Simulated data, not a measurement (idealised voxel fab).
process module | voxel tone inversion
cross-section cut | 155 nm wide | cells 5 nm
A cross-section is a grid of square cells, given in bands from the top down. A band is one or more rows of cells.
Each band's line starts with the height of the band's top and of its bottom, in nm. Then come its materials from left to right, each with its width in nm. One material with "throughout" fills the band from edge to edge. "air" is empty space.
Height 0 is the level under which the wafer as received is all one material. The lowest band goes on downwards, as in "0 down".
A width such as "30 to 40" changes by the same amount from each row of cells to the next, from the band's top row to its bottom row.
"no change" after a step means that no cell of the cross-section changed.
closed voids: empty space of 8 cells or more with no open way to the top, each as width x height at its distance from the left edge, in nm
after a step's settings: what the simulator itself notes on the step
overlay nm, on a step with a mask: how far to the right of its planned place the mask lay; to the left if negative
plan
1 op RECEIVE | material Si
2 op CONFORMAL_DEP | material SiN | thk nm 5
3 op DIRECTIONAL_DEP | material polySi | thk nm 25
4 op PATTERN | tone cover | mask id POSTS | material resist | width nm 15 | pitch nm 45 | thk nm 30 | overlay nm 0
5 op DIRECTIONAL_ETCH | etch materials polySi | depth nm 25
6 op STRIP | etch materials resist
7 op FILL_DEP | material SiO2 | thk nm 10
8 op CMP | height nm 30
9 op STRIP | etch materials polySi
10 op CONFORMAL_DEP | material TiN | thk nm 5
11 op FILL_DEP | material W | thk nm 10
12 op CMP | height nm 30
13 op CONFORMAL_DEP | material SiN | thk nm 5
first wafer, as planned
as received, after step 1
  0 down: Si throughout
  closed voids: none
after step 2
  5 to 0: SiN throughout
  below 0: unchanged
after step 3
  30 to 5: polySi throughout
  below 5: unchanged
after step 4
  60 to 30: air 45 | resist 15 | air 30 | resist 15 | air 50
  below 30: unchanged
after step 5
  60 to 30: air 45 | resist 15 | air 30 | resist 15 | air 50
  30 to 5: air 45 | polySi 15 | air 30 | polySi 15 | air 50
  below 5: unchanged
after step 6
  30 to 5: air 45 | polySi 15 | air 30 | polySi 15 | air 50
  below 5: unchanged
after step 7
  40 to 30: SiO2 throughout
  30 to 5: SiO2 45 | polySi 15 | SiO2 30 | polySi 15 | SiO2 50
  below 5: unchanged
after step 8
  30 to 5: SiO2 45 | polySi 15 | SiO2 30 | polySi 15 | SiO2 50
  below 5: unchanged
after step 9
  30 to 5: SiO2 45 | air 15 | SiO2 30 | air 15 | SiO2 50
  below 5: unchanged
after step 10
  35 to 30: TiN 50 | air 5 | TiN 40 | air 5 | TiN 55
  30 to 10: SiO2 45 | TiN 5 | air 5 | TiN 5 | SiO2 30 | TiN 5 | air 5 | TiN 5 | SiO2 50
  10 to 5: SiO2 45 | TiN 15 | SiO2 30 | TiN 15 | SiO2 50
  below 5: unchanged
after step 11
  45 to 35: W throughout
  35 to 30: TiN 50 | W 5 | TiN 40 | W 5 | TiN 55
  30 to 10: SiO2 45 | TiN 5 | W 5 | TiN 5 | SiO2 30 | TiN 5 | W 5 | TiN 5 | SiO2 50
  below 10: unchanged
after step 12
  30 to 10: SiO2 45 | TiN 5 | W 5 | TiN 5 | SiO2 30 | TiN 5 | W 5 | TiN 5 | SiO2 50
  below 10: unchanged
after step 13
  35 to 30: SiN throughout
  below 30: unchanged
second wafer: like start, like plan, one mistake. Through step 1 it matches the first wafer
when step 2 should have ended: no change
when step 3 should have ended
  25 to 0: polySi throughout
  below 0: unchanged
when step 4 should have ended
  55 to 25: air 45 | resist 15 | air 30 | resist 15 | air 50
  below 25: unchanged
when step 5 should have ended
  55 to 25: air 45 | resist 15 | air 30 | resist 15 | air 50
  25 to 0: air 45 | polySi 15 | air 30 | polySi 15 | air 50
  below 0: unchanged
when step 6 should have ended
  25 to 0: air 45 | polySi 15 | air 30 | polySi 15 | air 50
  below 0: unchanged
when step 7 should have ended
  35 to 25: SiO2 throughout
  25 to 0: SiO2 45 | polySi 15 | SiO2 30 | polySi 15 | SiO2 50
  below 0: unchanged
when step 8 should have ended
  30 to 25: SiO2 throughout
  below 25: unchanged
when step 9 should have ended: no change
when step 10 should have ended
  35 to 30: TiN throughout
  below 30: unchanged
when step 11 should have ended
  45 to 35: W throughout
  below 35: unchanged
when step 12 should have ended
  30 to 25: SiO2 throughout
  below 25: unchanged
when step 13 should have ended
  35 to 30: SiN throughout
  below 30: unchanged
what went wrong: step 2 was left out
at the end the second wafer has, in cells: 31 fewer of SiN | 31 more of SiO2 | 22 fewer of TiN | 8 fewer of W | 30 more of polySi
